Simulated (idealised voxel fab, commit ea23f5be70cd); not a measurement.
process module | voxel double patterning
cross-section cut | 255 nm wide | cells 5 nm
A cross-section is a grid of square cells, given in bands from the top down. A band is one or more rows of cells.
Each band's line starts with the height of the band's top and of its bottom, in nm. Then come its materials from left to right, each with its width in nm. One material with "throughout" fills the band from edge to edge. "air" is empty space.
Height 0 is the level under which the wafer as received is all one material. The lowest band goes on downwards, as in "0 down".
A width such as "30 to 40" changes by the same amount from each row of cells to the next, from the band's top row to its bottom row.
"no change" after a step means that no cell of the cross-section changed.
closed voids: empty space of 8 cells or more with no open way to the top, each as width x height at its distance from the left edge, in nm
after a step's settings: what the simulator itself notes on the step
overlay nm, on a step with a mask: how far to the right of its planned place the mask lay; to the left if negative
plan
1 op RECEIVE | material Si
2 op CONFORMAL_DEP | material SiO2 | thk nm 10
3 op DIRECTIONAL_DEP | material polySi | thk nm 15
4 op DIRECTIONAL_DEP | material SiCN | thk nm 5
5 op PATTERN | tone open | mask id FIRST | material resist | width nm 15 | pitch nm 50 | thk nm 15 | overlay nm 0
6 op DIRECTIONAL_ETCH | etch materials SiCN | depth nm 5
7 op STRIP | etch materials resist
8 op MASKED_ETCH | tone open | mask id SECOND | width nm 15 | etch materials SiCN | depth nm 5 | overlay nm 0
9 op DIRECTIONAL_ETCH | etch materials polySi | depth nm 15
10 op STRIP | etch materials SiCN
as received, after step 1
  0 down: Si throughout
  closed voids: none
a wafer at the end: this start, this plan, one mistake
  25 to 15: SiO2 throughout
  15 to 0: polySi throughout
  0 down: Si throughout
  closed voids: none
what went wrong: steps 2 and 3 were swapped
